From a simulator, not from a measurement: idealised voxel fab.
This section sets out a process module, namely voxel gate over fins.
cross-section cut | 240 nm wide | cells 5 nm
Each cross-section below is a grid of square cells, stated as bands in top-down order, with one or more rows of cells making up each band. For a band, the entry starts with two heights in nm, that of the top and then that of the bottom, and carries on with the band's materials in order from left to right, each alongside its width in nm; the word "all across" beside a single material means it fills the band edge to edge, and "air" means empty space. A quick word on heights: they are counted from 0, and under that level the wafer as it came to us is one material throughout. The lowest band is different from the rest in having no bottom; it simply continues downward, written as in "0..down". The two numbers in a width such as "30 to 40" mark its ends across the band: the first belongs to the top row of cells, the second to the bottom row, and from each row to the next the width moves by the same amount. Where the words "remains unaltered" appear for a step, the cross-section shows no cell changed by that step; every cell remained as before. "Closed cavities" specifies each empty space that is not open to the top and that occupies no fewer than 8 cells, using the form width x height at distance, the distance measured from the left edge and all three quantities in nm. after a step's settings: what the simulator itself notes on the step. overlay nm: mask right of planned place by this much (step with mask). Neg. = left.

## The following list gives the planned process steps
step 1: RECEIVE with material Si
step 2: CONFORMAL_DEP with material SiN, thk nm 5
step 3: MASKED_ETCH with tone cover, mask id FINS, width nm 15, pitch nm 40, etch materials SiN, depth nm 5, overlay nm 0
step 4: MASKED_ETCH with tone cover, mask id FINS, width nm 15, pitch nm 40, etch materials Si, depth nm 40, overlay nm 0
step 5: FILL_DEP with material SiO2, thk nm 10
step 6: CMP with height nm 5
step 7: SELECTIVE_ETCH with etch materials SiO2, depth nm 20
step 8: STRIP with etch materials SiN
step 9: CONFORMAL_DEP with material HfO2, thk nm 5
step 10: CONFORMAL_DEP with material TiN, thk nm 5
step 11: CONFORMAL_DEP with material TiAl, thk nm 5
step 12: CONFORMAL_DEP with material TiN, thk nm 5
step 13: FILL_DEP with material W, thk nm 10
step 14: CMP with height nm 25
step 15: CONFORMAL_DEP with material SiN, thk nm 5

## Shown in cross-section is the wafer as received, that is, as it stands after step 1
    0..down | Si all across
    Closed cavities: none

## Cross-sectional view of the first of the two wafers upon completion of the module, processed in accordance with the plan
    30..25 | SiN all across
    25..20 | W all across
    20..15 | 30 nm W  175 nm TiN  35 nm W
    15..10 | 30 nm W  5 nm TiN  165 nm TiAl  5 nm TiN  35 nm W
    10..5 | 30 nm W  5 nm TiN  5 nm TiAl  35 nm TiN  5 nm TiAl  35 nm TiN  5 nm TiAl  35 nm TiN  5 nm TiAl  35 nm TiN  5 nm TiAl  5 nm TiN  35 nm W
    5..0 | 35 nm TiN  5 nm TiAl  5 nm TiN  25 nm HfO2  5 nm TiN  5 nm TiAl  5 nm TiN  25 nm HfO2  5 nm TiN  5 nm TiAl  5 nm TiN  25 nm HfO2  5 nm TiN  5 nm TiAl  5 nm TiN  25 nm HfO2  5 nm TiN  5 nm TiAl  40 nm TiN
    0..-5 | 40 nm TiAl  5 nm TiN  5 nm HfO2  15 nm Si  5 nm HfO2  5 nm TiN  5 nm TiAl  5 nm TiN  5 nm HfO2  15 nm Si  5 nm HfO2  5 nm TiN  5 nm TiAl  5 nm TiN  5 nm HfO2  15 nm Si  5 nm HfO2  5 nm TiN  5 nm TiAl  5 nm TiN  5 nm HfO2  15 nm Si  5 nm HfO2  5 nm TiN  45 nm TiAl
    -5..-10 | 45 nm TiN  5 nm HfO2  15 nm Si  5 nm HfO2  15 nm TiN  5 nm HfO2  15 nm Si  5 nm HfO2  15 nm TiN  5 nm HfO2  15 nm Si  5 nm HfO2  15 nm TiN  5 nm HfO2  15 nm Si  5 nm HfO2  50 nm TiN
    -10..-15 | 50 nm HfO2  15 nm Si  25 nm HfO2  15 nm Si  25 nm HfO2  15 nm Si  25 nm HfO2  15 nm Si  55 nm HfO2
    -15..-40 | 50 nm SiO2  15 nm Si  25 nm SiO2  15 nm Si  25 nm SiO2  15 nm Si  25 nm SiO2  15 nm Si  55 nm SiO2
    -40..down | Si all across
    Closed cavities: none

## Cross-sectional view of the second of two wafers upon completion of the module. This wafer shared its starting condition and process plan with the first; one error was made during its execution
    30..25 | SiN all across
    25..20 | W all across
    20..15 | 30 nm W  175 nm TiN  35 nm W
    15..10 | 30 nm W  5 nm TiN  165 nm TiAl  5 nm TiN  35 nm W
    10..5 | 30 nm W  5 nm TiN  5 nm TiAl  35 nm TiN  5 nm TiAl  35 nm TiN  5 nm TiAl  35 nm TiN  5 nm TiAl  35 nm TiN  5 nm TiAl  5 nm TiN  35 nm W
    5..0 | 35 nm TiN  5 nm TiAl  35 nm TiN  5 nm TiAl  35 nm TiN  5 nm TiAl  35 nm TiN  5 nm TiAl  35 nm TiN  5 nm TiAl  40 nm TiN
    0..-5 | 40 nm TiAl  10 nm TiN  15 nm Si  10 nm TiN  5 nm TiAl  10 nm TiN  15 nm Si  10 nm TiN  5 nm TiAl  10 nm TiN  15 nm Si  10 nm TiN  5 nm TiAl  10 nm TiN  15 nm Si  10 nm TiN  45 nm TiAl
    -5..-15 | 50 nm TiN  15 nm Si  25 nm TiN  15 nm Si  25 nm TiN  15 nm Si  25 nm TiN  15 nm Si  55 nm TiN
    -15..-40 | 50 nm SiO2  15 nm Si  25 nm SiO2  15 nm Si  25 nm SiO2  15 nm Si  25 nm SiO2  15 nm Si  55 nm SiO2
    -40..down | Si all across
    Closed cavities: none
What went wrong in running the wafer? for step 9, the planned setting was not used; the step was instead run as CONFORMAL_DEP with material TiN, thk nm 5
Once processing is complete, comparing cell counts shows that the second wafer has more or fewer of certain materials than the first: 72 fewer of HfO2; 72 more of TiN
